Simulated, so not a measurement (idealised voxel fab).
Herein follows the process module entitled voxel self aligned contacts.
We display cut, a cross-section 185 nm in width whose square cells are each 5 nm.
In this document a cross-section is written as a grid of square cells. It is given as a series of bands, listed from the top down, and a band is one or more rows of cells. What a band's entry tells you: where the top is and where the bottom is, as heights in nm, and after that what lies inside, material by material from left to right, each with its width in nm. Empty space is written as the word "empty", and a single material marked with the word "edge to edge" occupies the band from edge to edge. Heights are expressed relative to 0, this being the level below which the as-received wafer comprises one material exclusively. The lowest band is unbounded in the downward direction and is denoted as in "top 0, no bottom". Width "30..40": first value at the band's top row of cells, second value at its bottom row, equal change from row to row. Key: "remained unchanged" - step with no changed cell in the cross-section. "Fully sealed voids": sealed empty spaces, 8 cells or more, no open way to top, listed width x height at distance, with distance from the left edge and width, height and distance in nm. Formally, on a step line, whatever follows the settings is a remark that the simulator itself makes on the step. The optional step-line setting "overlay nm" applies to steps with a mask and quantifies how far to the right of its planned location the mask lay, a negative value indicating leftward placement.
-- List of planned process steps
1 op RECEIVE | material Si
2 op OXIDIZE | depth nm 5
3 op DIRECTIONAL_DEP | material polySi | thk nm 30
4 op DIRECTIONAL_DEP | material SiN | thk nm 15
5 op PATTERN | tone cover | mask id GATE | material resist | width nm 25 | pitch nm 50 | thk nm 15 | overlay nm 0
6 op DIRECTIONAL_ETCH | etch materials SiN | depth nm 15
7 op DIRECTIONAL_ETCH | etch materials polySi | depth nm 30
8 op STRIP | etch materials resist
9 op CONFORMAL_DEP | material SiN | thk nm 5
10 op DIRECTIONAL_ETCH | etch materials SiN | depth nm 5
11 op FILL_DEP | material SiO2 | thk nm 15
12 op CMP | height nm 50
13 op MASKED_ETCH | tone open | mask id CONTACT | width nm 35 | etch materials SiO2 | depth nm 55 | overlay nm 0
14 op CONFORMAL_DEP | material TiN | thk nm 5
15 op FILL_DEP | material W | thk nm 5
16 op CMP | height nm 50
17 op CONFORMAL_DEP | material SiCN | thk nm 5
-- Here's what the wafer looked like in cross-section when it arrived - that's after step 1
	top 0, no bottom | Si edge to edge
	Fully sealed voids: none
-- Wafer at module end, in section. Began as above, planned as above, run with one mistake
	top 55, bottom 50 | SiCN edge to edge
	top 50, bottom 45 | 75 of SiO2, then 15 of TiN, then 5 of W, then 15 of TiN, then 75 of SiO2
	top 45, bottom 35 | 50 of SiO2, then 35 of SiN, then 5 of TiN, then 5 of W, then 5 of TiN, then 35 of SiN, then 50 of SiO2
	top 35, bottom 30 | 50 of SiO2, then 35 of SiN, then 15 of TiN, then 35 of SiN, then 50 of SiO2
	top 30, bottom 0 | SiCN edge to edge
	top 0, bottom -5 | SiO2 edge to edge
	top -5, no bottom | Si edge to edge
	Fully sealed voids: none
It is concluded that the wafer was processed incorrectly with respect to the plan, in that step 3 was not run as planned; what actually ran was op DIRECTIONAL_DEP | material SiCN | thk nm 30
